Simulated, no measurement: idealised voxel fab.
process module | voxel air gaps
cross-section cut | 240 nm wide | cells 5 nm
A cross-section is a grid of square cells, given in bands from the top down. A band is one or more rows of cells.
Each band's line starts with the height of the band's top and of its bottom, in nm. Then come its materials from left to right, each with its width in nm. One material with "throughout" fills the band from edge to edge. "air" is empty space.
Height 0 is the level under which the wafer as received is all one material. The lowest band goes on downwards, as in "0 down".
A width such as "30 to 40" changes by the same amount from each row of cells to the next, from the band's top row to its bottom row.
"no change" after a step means that no cell of the cross-section changed.
closed voids: empty space of 8 cells or more with no open way to the top, each as width x height at its distance from the left edge, in nm
after a step's settings: what the simulator itself notes on the step
overlay nm, on a step with a mask: how far to the right of its planned place the mask lay; to the left if negative
plan
1 op RECEIVE | material Si
2 op CONFORMAL_DEP | material SiO2 | thk nm 10
3 op CONFORMAL_DEP | material SiCN | thk nm 5
4 op DIRECTIONAL_DEP | material lowk | thk nm 35
5 op DIRECTIONAL_DEP | material aC | thk nm 15
6 op PATTERN | tone open | mask id LINES | material resist | width nm 25 | pitch nm 50 | thk nm 35 | overlay nm 0
7 op DIRECTIONAL_ETCH | etch materials aC | depth nm 15
8 op STRIP | etch materials resist
9 op DIRECTIONAL_ETCH | etch materials lowk | depth nm 35
10 op STRIP | etch materials aC
11 op CONFORMAL_DEP | material TiN | thk nm 5
12 op FILL_DEP | material Cu | thk nm 10
13 op CMP | height nm 50
14 op EPI | material Ru | thk nm 10
15 op SELECTIVE_ETCH | etch materials lowk | depth nm 45
16 op CONFORMAL_DEP | material SiCN | thk nm 5
first wafer, as planned
as received, after step 1
  0 down: Si throughout
  closed voids: none
after step 2
  10 to 0: SiO2 throughout
  below 0: unchanged
after step 3
  15 to 10: SiCN throughout
  below 10: unchanged
after step 4
  50 to 15: lowk throughout
  below 15: unchanged
after step 5
  65 to 50: aC throughout
  below 50: unchanged
after step 6
  100 to 65: resist 30 | air 25 | resist 25 | air 25 | resist 25 | air 25 | resist 25 | air 25 | resist 35
  below 65: unchanged
after step 7
  85 to 65: resist 30 | air 25 | resist 25 | air 25 | resist 25 | air 25 | resist 25 | air 25 | resist 35
  65 to 50: aC 30 | air 25 | aC 25 | air 25 | aC 25 | air 25 | aC 25 | air 25 | aC 35
  below 50: unchanged
after step 8
  65 to 50: aC 30 | air 25 | aC 25 | air 25 | aC 25 | air 25 | aC 25 | air 25 | aC 35
  below 50: unchanged
after step 9
  65 to 50: aC 30 | air 25 | aC 25 | air 25 | aC 25 | air 25 | aC 25 | air 25 | aC 35
  50 to 15: lowk 30 | air 25 | lowk 25 | air 25 | lowk 25 | air 25 | lowk 25 | air 25 | lowk 35
  below 15: unchanged
after step 10
  50 to 15: lowk 30 | air 25 | lowk 25 | air 25 | lowk 25 | air 25 | lowk 25 | air 25 | lowk 35
  below 15: unchanged
after step 11
  55 to 50: TiN 35 | air 15 | TiN 35 | air 15 | TiN 35 | air 15 | TiN 35 | air 15 | TiN 40
  50 to 20: lowk 30 | TiN 5 | air 15 | TiN 5 | lowk 25 | TiN 5 | air 15 | TiN 5 | lowk 25 | TiN 5 | air 15 | TiN 5 | lowk 25 | TiN 5 | air 15 | TiN 5 | lowk 35
  20 to 15: lowk 30 | TiN 25 | lowk 25 | TiN 25 | lowk 25 | TiN 25 | lowk 25 | TiN 25 | lowk 35
  below 15: unchanged
after step 12
  65 to 55: Cu throughout
  55 to 50: TiN 35 | Cu 15 | TiN 35 | Cu 15 | TiN 35 | Cu 15 | TiN 35 | Cu 15 | TiN 40
  50 to 20: lowk 30 | TiN 5 | Cu 15 | TiN 5 | lowk 25 | TiN 5 | Cu 15 | TiN 5 | lowk 25 | TiN 5 | Cu 15 | TiN 5 | lowk 25 | TiN 5 | Cu 15 | TiN 5 | lowk 35
  below 20: unchanged
after step 13
  50 to 20: lowk 30 | TiN 5 | Cu 15 | TiN 5 | lowk 25 | TiN 5 | Cu 15 | TiN 5 | lowk 25 | TiN 5 | Cu 15 | TiN 5 | lowk 25 | TiN 5 | Cu 15 | TiN 5 | lowk 35
  below 20: unchanged
after step 14
  60 to 50: air 20 | Ru 45 | air 5 | Ru 45 | air 5 | Ru 45 | air 5 | Ru 45 | air 25
  below 50: unchanged
after step 15
  60 to 50: air 20 | Ru 45 | air 5 | Ru 45 | air 5 | Ru 45 | air 5 | Ru 45 | air 25
  50 to 20: air 30 | TiN 5 | Cu 15 | TiN 5 | air 25 | TiN 5 | Cu 15 | TiN 5 | air 25 | TiN 5 | Cu 15 | TiN 5 | air 25 | TiN 5 | Cu 15 | TiN 5 | air 35
  20 to 15: air 30 | TiN 25 | air 25 | TiN 25 | air 25 | TiN 25 | air 25 | TiN 25 | air 35
  below 15: unchanged
after step 16
  65 to 60: air 15 | SiCN 205 | air 20
  60 to 50: air 15 | SiCN 5 | Ru 45 | SiCN 5 | Ru 45 | SiCN 5 | Ru 45 | SiCN 5 | Ru 45 | SiCN 5 | air 20
  50 to 45: air 15 | SiCN 15 | TiN 5 | Cu 15 | TiN 5 | SiCN 25 | TiN 5 | Cu 15 | TiN 5 | SiCN 25 | TiN 5 | Cu 15 | TiN 5 | SiCN 25 | TiN 5 | Cu 15 | TiN 5 | SiCN 15 | air 20
  45 to 20: air 25 | SiCN 5 | TiN 5 | Cu 15 | TiN 5 | SiCN 5 | air 15 | SiCN 5 | TiN 5 | Cu 15 | TiN 5 | SiCN 5 | air 15 | SiCN 5 | TiN 5 | Cu 15 | TiN 5 | SiCN 5 | air 15 | SiCN 5 | TiN 5 | Cu 15 | TiN 5 | SiCN 5 | air 30
  20 to 15: SiCN 30 | TiN 25 | SiCN 25 | TiN 25 | SiCN 25 | TiN 25 | SiCN 25 | TiN 25 | SiCN 35
  below 15: unchanged
  closed voids: 15 x 25 at 60; 15 x 25 at 110; 15 x 25 at 160
second wafer: like start, like plan, one mistake. Through step 1 it matches the first wafer
when step 2 should have ended: no change
when step 3 should have ended
  5 to 0: SiCN throughout
  below 0: unchanged
when step 4 should have ended
  40 to 5: lowk throughout
  below 5: unchanged
when step 5 should have ended
  55 to 40: aC throughout
  below 40: unchanged
when step 6 should have ended
  90 to 55: resist 30 | air 25 | resist 25 | air 25 | resist 25 | air 25 | resist 25 | air 25 | resist 35
  below 55: unchanged
when step 7 should have ended
  75 to 55: resist 30 | air 25 | resist 25 | air 25 | resist 25 | air 25 | resist 25 | air 25 | resist 35
  55 to 40: aC 30 | air 25 | aC 25 | air 25 | aC 25 | air 25 | aC 25 | air 25 | aC 35
  below 40: unchanged
when step 8 should have ended
  55 to 40: aC 30 | air 25 | aC 25 | air 25 | aC 25 | air 25 | aC 25 | air 25 | aC 35
  below 40: unchanged
when step 9 should have ended
  55 to 40: aC 30 | air 25 | aC 25 | air 25 | aC 25 | air 25 | aC 25 | air 25 | aC 35
  40 to 5: lowk 30 | air 25 | lowk 25 | air 25 | lowk 25 | air 25 | lowk 25 | air 25 | lowk 35
  below 5: unchanged
when step 10 should have ended
  40 to 5: lowk 30 | air 25 | lowk 25 | air 25 | lowk 25 | air 25 | lowk 25 | air 25 | lowk 35
  below 5: unchanged
when step 11 should have ended
  45 to 40: TiN 35 | air 15 | TiN 35 | air 15 | TiN 35 | air 15 | TiN 35 | air 15 | TiN 40
  40 to 10: lowk 30 | TiN 5 | air 15 | TiN 5 | lowk 25 | TiN 5 | air 15 | TiN 5 | lowk 25 | TiN 5 | air 15 | TiN 5 | lowk 25 | TiN 5 | air 15 | TiN 5 | lowk 35
  10 to 5: lowk 30 | TiN 25 | lowk 25 | TiN 25 | lowk 25 | TiN 25 | lowk 25 | TiN 25 | lowk 35
  below 5: unchanged
when step 12 should have ended
  55 to 45: Cu throughout
  45 to 40: TiN 35 | Cu 15 | TiN 35 | Cu 15 | TiN 35 | Cu 15 | TiN 35 | Cu 15 | TiN 40
  40 to 10: lowk 30 | TiN 5 | Cu 15 | TiN 5 | lowk 25 | TiN 5 | Cu 15 | TiN 5 | lowk 25 | TiN 5 | Cu 15 | TiN 5 | lowk 25 | TiN 5 | Cu 15 | TiN 5 | lowk 35
  below 10: unchanged
when step 13 should have ended
  50 to 45: Cu throughout
  below 45: unchanged
when step 14 should have ended
  60 to 50: Ru throughout
  below 50: unchanged
when step 15 should have ended: no change
when step 16 should have ended
  65 to 60: SiCN throughout
  below 60: unchanged
what went wrong: step 2 was left out
at the end the second wafer has, in cells: 60 more of Cu | 24 more of Ru | 92 fewer of SiCN | 96 fewer of SiO2 | 36 more of TiN | 196 more of lowk
closed voids at the end (first wafer, second wafer): 3, 0
